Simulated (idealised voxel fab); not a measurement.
voxel transistor to metal: a process module
We display cut, a cross-section 195 nm in width whose square cells are each 5 nm.
This document writes a cross-section as a grid whose cells are square, and gives it as bands, listed from the top down; one or more rows of cells form a band.
Each band's line starts with the height of the band's top and of its bottom, in nm. Then come its materials from left to right, each with its width in nm. One material with "everywhere" fills the band from edge to edge. "empty" is empty space.
Height 0 is the level under which the wafer as received is all one material. The lowest band goes on downwards, as in "from 0 down".
A width given as "30 to 40" starts at the first number in the band's top row and ends at the second number in its bottom row, shifting by an equal amount at every step from row to row.
"left unchanged" (step): cross-section cells unchanged, all of them.
"Fully sealed cavities": sealed empty spaces, 8 cells or more, no open way to top, listed width x height at distance, with distance from the left edge and width, height and distance in nm.
Note: text after step settings on the step line = simulator remark on that step.
The "overlay nm" setting may appear on a step's line; for a step that uses a mask, it gives how far to the right of its planned position the mask lay, and a negative value indicates the left.

-- Process steps - plan
1. RECEIVE: material Si
2. OXIDIZE: depth nm 5
3. CONFORMAL_DEP: material SiN, thk nm 10
4. MASKED_ETCH: tone cover, mask id ACTIVE, width nm 115, etch materials SiN, depth nm 10, overlay nm 0
5. MASKED_ETCH: tone cover, mask id ACTIVE, width nm 115, etch materials SiO2, depth nm 5, overlay nm 0
6. MASKED_ETCH: tone cover, mask id ACTIVE, width nm 115, etch materials Si, depth nm 35, overlay nm 0
7. FILL_DEP: material SiO2, thk nm 10
8. CMP: height nm 10
9. SELECTIVE_ETCH: etch materials SiO2, depth nm 10
10. STRIP: etch materials SiN
11. SELECTIVE_ETCH: etch materials SiO2, depth nm 5
12. OXIDIZE: depth nm 5
13. DIRECTIONAL_DEP: material polySi, thk nm 30
14. DIRECTIONAL_DEP: material SiCN, thk nm 15
15. DIRECTIONAL_DEP: material aC, thk nm 10
16. PATTERN: tone cover, mask id GATE, material resist, width nm 25, thk nm 30, overlay nm 0
17. DIRECTIONAL_ETCH: etch materials aC, depth nm 10
18. STRIP: etch materials resist
19. DIRECTIONAL_ETCH: etch materials SiCN, depth nm 25
20. DIRECTIONAL_ETCH: etch materials polySi, depth nm 40
21. STRIP: etch materials aC
22. CONFORMAL_DEP: material SiO2, thk nm 5
23. DIRECTIONAL_ETCH: etch materials SiO2, depth nm 5
24. CONFORMAL_DEP: material SiN, thk nm 5
25. DIRECTIONAL_ETCH: etch materials SiN, depth nm 5
26. DIRECTIONAL_ETCH: etch materials SiO2, depth nm 5
27. EPI: material nSi, thk nm 5
28. FILL_DEP: material SiO2, thk nm 10
29. CMP: height nm 40
30. DIRECTIONAL_DEP: material SiO2, thk nm 10
31. PATTERN: tone open, mask id CONTACT, material resist, width nm 15, pitch nm 80, thk nm 15, overlay nm 0
32. DIRECTIONAL_ETCH: etch materials SiO2, depth nm 55
33. STRIP: etch materials resist
34. CONFORMAL_DEP: material TiN, thk nm 5
35. FILL_DEP: material Ru, thk nm 10
36. CMP: height nm 50
37. CONFORMAL_DEP: material SiN, thk nm 5
38. DIRECTIONAL_DEP: material SiO2, thk nm 20
39. DIRECTIONAL_DEP: material aC, thk nm 15
40. PATTERN: tone open, mask id METAL_1, material resist, width nm 15, pitch nm 80, thk nm 35, overlay nm 0
41. DIRECTIONAL_ETCH: etch materials aC, depth nm 15
42. STRIP: etch materials resist
43. DIRECTIONAL_ETCH: etch materials SiO2, depth nm 20
44. DIRECTIONAL_ETCH: etch materials SiN, depth nm 5
45. STRIP: etch materials aC
46. CONFORMAL_DEP: material TiN, thk nm 5
47. FILL_DEP: material Cu, thk nm 10
48. CMP: height nm 75
49. CONFORMAL_DEP: material SiCN, thk nm 5

-- Wafer as received: cross-section following step 1
* from 0 down | Si everywhere
* Fully sealed cavities: none

-- Cross-sectional view of the first of the two wafers upon completion of the module, processed in accordance with the plan
* from 80 to 75 | SiCN everywhere
* from 75 to 55 | SiO2 50  TiN 5  Cu 5  TiN 5  SiO2 65  TiN 5  Cu 5  TiN 5  SiO2 50
* from 55 to 50 | SiN 50  TiN 15  SiN 65  TiN 15  SiN 50
* from 50 to 40 | SiO2 50  TiN 5  Ru 5  TiN 5  SiO2 65  TiN 5  Ru 5  TiN 5  SiO2 50
* from 40 to 25 | SiO2 50  TiN 5  Ru 5  TiN 5  SiO2 10  SiN 5  SiO2 5  SiCN 25  SiO2 5  SiN 5  SiO2 10  TiN 5  Ru 5  TiN 5  SiO2 50
* from 25 to 0 | SiO2 50  TiN 5  Ru 5  TiN 5  SiO2 10  SiN 5  SiO2 5  polySi 25  SiO2 5  SiN 5  SiO2 10  TiN 5  Ru 5  TiN 5  SiO2 50
* from 0 to -5 | SiO2 50  TiN 15  SiO2 10  SiN 5  SiO2 5  polySi 25  SiO2 5  SiN 5  SiO2 10  TiN 15  SiO2 50
* from -5 to -10 | SiO2 35  nSi 40  SiO2 45  nSi 40  SiO2 35
* from -10 to -40 | SiO2 40  Si 115  SiO2 40
* from -40 down | Si everywhere
* Fully sealed cavities: none

-- Now the second wafer, cross-sectioned at the end of the module. Nothing different at the start, nothing different in the plan compared with the first, just one mistake when it was actually run
* from 80 to 75 | SiCN everywhere
* from 75 to 55 | SiO2 45  TiN 5  Cu 15  TiN 5  SiO2 55  TiN 5  Cu 15  TiN 5  SiO2 45
* from 55 to 50 | SiN 45  TiN 25  SiN 55  TiN 25  SiN 45
* from 50 to 40 | SiO2 50  TiN 5  Ru 5  TiN 5  SiO2 65  TiN 5  Ru 5  TiN 5  SiO2 50
* from 40 to 25 | SiO2 50  TiN 5  Ru 5  TiN 5  SiO2 10  SiN 5  SiO2 5  SiCN 25  SiO2 5  SiN 5  SiO2 10  TiN 5  Ru 5  TiN 5  SiO2 50
* from 25 to 0 | SiO2 50  TiN 5  Ru 5  TiN 5  SiO2 10  SiN 5  SiO2 5  polySi 25  SiO2 5  SiN 5  SiO2 10  TiN 5  Ru 5  TiN 5  SiO2 50
* from 0 to -5 | SiO2 50  TiN 15  SiO2 10  SiN 5  SiO2 5  polySi 25  SiO2 5  SiN 5  SiO2 10  TiN 15  SiO2 50
* from -5 to -10 | SiO2 35  nSi 40  SiO2 45  nSi 40  SiO2 35
* from -10 to -40 | SiO2 40  Si 115  SiO2 40
* from -40 down | Si everywhere
* Fully sealed cavities: none
What broke from the plan during processing? step 40 went in with a setting other than planned; the actual run was PATTERN: tone open, mask id METAL_1, material resist, width nm 25, pitch nm 80, thk nm 35, overlay nm 0
Once processing is complete, comparing cell counts shows that the second wafer has more or fewer of certain materials than the first: Cu +16; SiN -4; SiO2 -16; TiN +4
